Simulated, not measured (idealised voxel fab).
Process module in this document: voxel self aligned vias
Shown is cross-section cut, with a width of 295 nm and square cells of size 5 nm.
For the purposes of this document, a cross-section shall be understood as a grid of square cells, specified as bands listed in top-to-bottom order, each band consisting of one or more rows of cells. Basically the band line says how high the top is and how high the bottom is, in nm, and then what's in it from left to right, every material with its width in nm. Empty space shows up as "air", and if a single material carries "throughout" it runs the full band edge to edge. Counting heights begins at 0, where everything beneath is, in the wafer as received, one material. The lowest band has no bottom; it goes on downwards, as "0..down" shows. Per-row width for "30->40": begins at first number (top row of band), ends at second number (bottom row), increment between rows held constant. "left unchanged" after a step means that no cell of the cross-section changed. Reported under the label "Completely sealed voids" are the empty spaces having no open way to the top and comprising 8 cells or more; the notation for each is width x height at distance, in which the distance is measured from the left edge and all three values are in nm. Whatever follows a step's settings on its line is a remark the simulator itself makes about that step. overlay nm, on a step with a mask: how far to the right of its planned place the mask lay; to the left if negative.
### These are the steps we planned for the process
| 1 | RECEIVE: material Si |
| 2 | CONFORMAL_DEP: material SiO2, thk nm 15 |
| 3 | CONFORMAL_DEP: material SiCN, thk nm 5 |
| 4 | DIRECTIONAL_DEP: material lowk, thk nm 25 |
| 5 | MASKED_ETCH: tone open, mask id LINES, width nm 20, pitch nm 70, etch materials lowk, depth nm 25, overlay nm 0 |
| 6 | CONFORMAL_DEP: material TiN, thk nm 5 |
| 7 | FILL_DEP: material W, thk nm 10 |
| 8 | CMP: height nm 45 |
| 9 | SELECTIVE_ETCH: etch materials W Ru TiN, depth nm 10 |
| 10 | FILL_DEP: material SiN, thk nm 5 |
| 11 | CMP: height nm 45 |
| 12 | DIRECTIONAL_DEP: material lowk, thk nm 20 |
| 13 | DIRECTIONAL_DEP: material aC, thk nm 15 |
| 14 | PATTERN: tone open, mask id VIAS, material resist, width nm 40, pitch nm 70, thk nm 35, overlay nm 0 |
| 15 | DIRECTIONAL_ETCH: etch materials aC, depth nm 15 |
| 16 | STRIP: etch materials resist |
| 17 | DIRECTIONAL_ETCH: etch materials lowk, depth nm 20 |
| 18 | DIRECTIONAL_ETCH: etch materials SiN, depth nm 10 |
| 19 | STRIP: etch materials aC |
| 20 | CONFORMAL_DEP: material TiN, thk nm 5 |
| 21 | FILL_DEP: material Cu, thk nm 10 |
| 22 | CMP: height nm 65 |
| 23 | CONFORMAL_DEP: material SiCN, thk nm 5 |
### First of two wafers, processed according to plan
### So this is the incoming wafer in cross-section - it's already been through step 1
- 0..down: Si throughout
- Completely sealed voids: none
### Wafer xsec, post step 2
- 15..0: SiO2 throughout
- Unchanged below 0.
### Wafer xsec, post step 3
- 20..15: SiCN throughout
- Unchanged below 15.
### Wafer xsec, post step 4
- 45..20: lowk throughout
- Unchanged below 20.
### Wafer xsec, post step 5
- 45..20: 65 lowk; 20 air; 50 lowk; 20 air; 50 lowk; 20 air; 70 lowk
- Unchanged below 20.
### Wafer xsec, post step 6
- 50..45: 70 TiN; 10 air; 60 TiN; 10 air; 60 TiN; 10 air; 75 TiN
- 45..25: 65 lowk; 5 TiN; 10 air; 5 TiN; 50 lowk; 5 TiN; 10 air; 5 TiN; 50 lowk; 5 TiN; 10 air; 5 TiN; 70 lowk
- 25..20: 65 lowk; 20 TiN; 50 lowk; 20 TiN; 50 lowk; 20 TiN; 70 lowk
- Unchanged below 20.
### Wafer xsec, post step 7
- 60..50: W throughout
- 50..45: 70 TiN; 10 W; 60 TiN; 10 W; 60 TiN; 10 W; 75 TiN
- 45..25: 65 lowk; 5 TiN; 10 W; 5 TiN; 50 lowk; 5 TiN; 10 W; 5 TiN; 50 lowk; 5 TiN; 10 W; 5 TiN; 70 lowk
- Unchanged below 25.
### Wafer xsec, post step 8
- 45..25: 65 lowk; 5 TiN; 10 W; 5 TiN; 50 lowk; 5 TiN; 10 W; 5 TiN; 50 lowk; 5 TiN; 10 W; 5 TiN; 70 lowk
- Unchanged below 25.
### Wafer xsec, post step 9
- 45..35: 65 lowk; 20 air; 50 lowk; 20 air; 50 lowk; 20 air; 70 lowk
- Unchanged below 35.
### Wafer xsec, post step 10
- 50..45: SiN throughout
- 45..35: 65 lowk; 20 SiN; 50 lowk; 20 SiN; 50 lowk; 20 SiN; 70 lowk
- Unchanged below 35.
### Wafer xsec, post step 11
- 45..35: 65 lowk; 20 SiN; 50 lowk; 20 SiN; 50 lowk; 20 SiN; 70 lowk
- Unchanged below 35.
### Wafer xsec, post step 12
- 65..45: lowk throughout
- Unchanged below 45.
### Wafer xsec, post step 13
- 80..65: aC throughout
- Unchanged below 65.
### Wafer xsec, post step 14
- 115..80: 55 resist; 40 air; 30 resist; 40 air; 30 resist; 40 air; 60 resist
- Unchanged below 80.
### Wafer xsec, post step 15
- 100..80: 55 resist; 40 air; 30 resist; 40 air; 30 resist; 40 air; 60 resist
- 80..65: 55 aC; 40 air; 30 aC; 40 air; 30 aC; 40 air; 60 aC
- Unchanged below 65.
### Wafer xsec, post step 16
- 80..65: 55 aC; 40 air; 30 aC; 40 air; 30 aC; 40 air; 60 aC
- Unchanged below 65.
### Wafer xsec, post step 17
- 80..65: 55 aC; 40 air; 30 aC; 40 air; 30 aC; 40 air; 60 aC
- 65..45: 55 lowk; 40 air; 30 lowk; 40 air; 30 lowk; 40 air; 60 lowk
- Unchanged below 45.
### Wafer xsec, post step 18
- 80..65: 55 aC; 40 air; 30 aC; 40 air; 30 aC; 40 air; 60 aC
- 65..45: 55 lowk; 40 air; 30 lowk; 40 air; 30 lowk; 40 air; 60 lowk
- 45..35: 65 lowk; 20 air; 50 lowk; 20 air; 50 lowk; 20 air; 70 lowk
- Unchanged below 35.
### Wafer xsec, post step 19
- 65..45: 55 lowk; 40 air; 30 lowk; 40 air; 30 lowk; 40 air; 60 lowk
- Unchanged below 45.
### Wafer xsec, post step 20
- 70..65: 60 TiN; 30 air; 40 TiN; 30 air; 40 TiN; 30 air; 65 TiN
- 65..50: 55 lowk; 5 TiN; 30 air; 5 TiN; 30 lowk; 5 TiN; 30 air; 5 TiN; 30 lowk; 5 TiN; 30 air; 5 TiN; 60 lowk
- 50..40: 55->65 lowk; 15->5 TiN; 10 air; 15->5 TiN; 30->50 lowk; 15->5 TiN; 10 air; 15->5 TiN; 30->50 lowk; 15->5 TiN; 10 air; 15->5 TiN; 60->70 lowk
- 40..35: 65 lowk; 20 TiN; 50 lowk; 20 TiN; 50 lowk; 20 TiN; 70 lowk
- Unchanged below 35.
### Wafer xsec, post step 21
- 80..70: Cu throughout
- 70..65: 60 TiN; 30 Cu; 40 TiN; 30 Cu; 40 TiN; 30 Cu; 65 TiN
- 65..50: 55 lowk; 5 TiN; 30 Cu; 5 TiN; 30 lowk; 5 TiN; 30 Cu; 5 TiN; 30 lowk; 5 TiN; 30 Cu; 5 TiN; 60 lowk
- 50..40: 55->65 lowk; 15->5 TiN; 10 Cu; 15->5 TiN; 30->50 lowk; 15->5 TiN; 10 Cu; 15->5 TiN; 30->50 lowk; 15->5 TiN; 10 Cu; 15->5 TiN; 60->70 lowk
- Unchanged below 40.
### Wafer xsec, post step 22
- 65..50: 55 lowk; 5 TiN; 30 Cu; 5 TiN; 30 lowk; 5 TiN; 30 Cu; 5 TiN; 30 lowk; 5 TiN; 30 Cu; 5 TiN; 60 lowk
- Unchanged below 50.
### Wafer xsec, post step 23
- 70..65: SiCN throughout
- Unchanged below 65.
### The second wafer began exactly as the first did and followed the same plan, but one mistake was made while running it; through step 8 inclusive, the two wafers are identical
### Second wafer cross-section, taken as of the time the plan sets for step 9 to be done
- 45..30: 65 lowk; 20 air; 50 lowk; 20 air; 50 lowk; 20 air; 70 lowk
- Unchanged below 30.
### Second wafer cross-section, taken as of the time the plan sets for step 10 to be done
- 50..45: SiN throughout
- 45..30: 65 lowk; 20 SiN; 50 lowk; 20 SiN; 50 lowk; 20 SiN; 70 lowk
- Unchanged below 30.
### Second wafer cross-section, taken as of the time the plan sets for step 11 to be done
- 45..30: 65 lowk; 20 SiN; 50 lowk; 20 SiN; 50 lowk; 20 SiN; 70 lowk
- Unchanged below 30.
### Second wafer cross-section, taken as of the time the plan sets for step 12 to be done
- 65..45: lowk throughout
- Unchanged below 45.
### Second wafer cross-section, taken as of the time the plan sets for step 13 to be done
- 80..65: aC throughout
- Unchanged below 65.
### Second wafer cross-section, taken as of the time the plan sets for step 14 to be done
- 115..80: 55 resist; 40 air; 30 resist; 40 air; 30 resist; 40 air; 60 resist
- Unchanged below 80.
### Second wafer cross-section, taken as of the time the plan sets for step 15 to be done
- 100..80: 55 resist; 40 air; 30 resist; 40 air; 30 resist; 40 air; 60 resist
- 80..65: 55 aC; 40 air; 30 aC; 40 air; 30 aC; 40 air; 60 aC
- Unchanged below 65.
### Second wafer cross-section, taken as of the time the plan sets for step 16 to be done
- 80..65: 55 aC; 40 air; 30 aC; 40 air; 30 aC; 40 air; 60 aC
- Unchanged below 65.
### Second wafer cross-section, taken as of the time the plan sets for step 17 to be done
- 80..65: 55 aC; 40 air; 30 aC; 40 air; 30 aC; 40 air; 60 aC
- 65..45: 55 lowk; 40 air; 30 lowk; 40 air; 30 lowk; 40 air; 60 lowk
- Unchanged below 45.
### Second wafer cross-section, taken as of the time the plan sets for step 18 to be done
- 80..65: 55 aC; 40 air; 30 aC; 40 air; 30 aC; 40 air; 60 aC
- 65..45: 55 lowk; 40 air; 30 lowk; 40 air; 30 lowk; 40 air; 60 lowk
- 45..35: 65 lowk; 20 air; 50 lowk; 20 air; 50 lowk; 20 air; 70 lowk
- Unchanged below 35.
### Second wafer cross-section, taken as of the time the plan sets for step 19 to be done
- 65..45: 55 lowk; 40 air; 30 lowk; 40 air; 30 lowk; 40 air; 60 lowk
- Unchanged below 45.
### Second wafer cross-section, taken as of the time the plan sets for step 20 to be done
- 70..65: 60 TiN; 30 air; 40 TiN; 30 air; 40 TiN; 30 air; 65 TiN
- 65..50: 55 lowk; 5 TiN; 30 air; 5 TiN; 30 lowk; 5 TiN; 30 air; 5 TiN; 30 lowk; 5 TiN; 30 air; 5 TiN; 60 lowk
- 50..40: 55->65 lowk; 15->5 TiN; 10 air; 15->5 TiN; 30->50 lowk; 15->5 TiN; 10 air; 15->5 TiN; 30->50 lowk; 15->5 TiN; 10 air; 15->5 TiN; 60->70 lowk
- 40..35: 65 lowk; 20 TiN; 50 lowk; 20 TiN; 50 lowk; 20 TiN; 70 lowk
- Unchanged below 35.
### Second wafer cross-section, taken as of the time the plan sets for step 21 to be done
- 80..70: Cu throughout
- 70..65: 60 TiN; 30 Cu; 40 TiN; 30 Cu; 40 TiN; 30 Cu; 65 TiN
- 65..50: 55 lowk; 5 TiN; 30 Cu; 5 TiN; 30 lowk; 5 TiN; 30 Cu; 5 TiN; 30 lowk; 5 TiN; 30 Cu; 5 TiN; 60 lowk
- 50..40: 55->65 lowk; 15->5 TiN; 10 Cu; 15->5 TiN; 30->50 lowk; 15->5 TiN; 10 Cu; 15->5 TiN; 30->50 lowk; 15->5 TiN; 10 Cu; 15->5 TiN; 60->70 lowk
- Unchanged below 40.
### Second wafer cross-section, taken as of the time the plan sets for step 22 to be done
- 65..50: 55 lowk; 5 TiN; 30 Cu; 5 TiN; 30 lowk; 5 TiN; 30 Cu; 5 TiN; 30 lowk; 5 TiN; 30 Cu; 5 TiN; 60 lowk
- Unchanged below 50.
### Second wafer cross-section, taken as of the time the plan sets for step 23 to be done
- 70..65: SiCN throughout
- Unchanged below 65.
Short version of what went wrong: not per plan at step 9, really ran SELECTIVE_ETCH: etch materials W Ru TiN, depth nm 15
The second wafer ends with more or fewer cells of some materials than the first, per final count: SiN +12 | TiN -6 | W -6
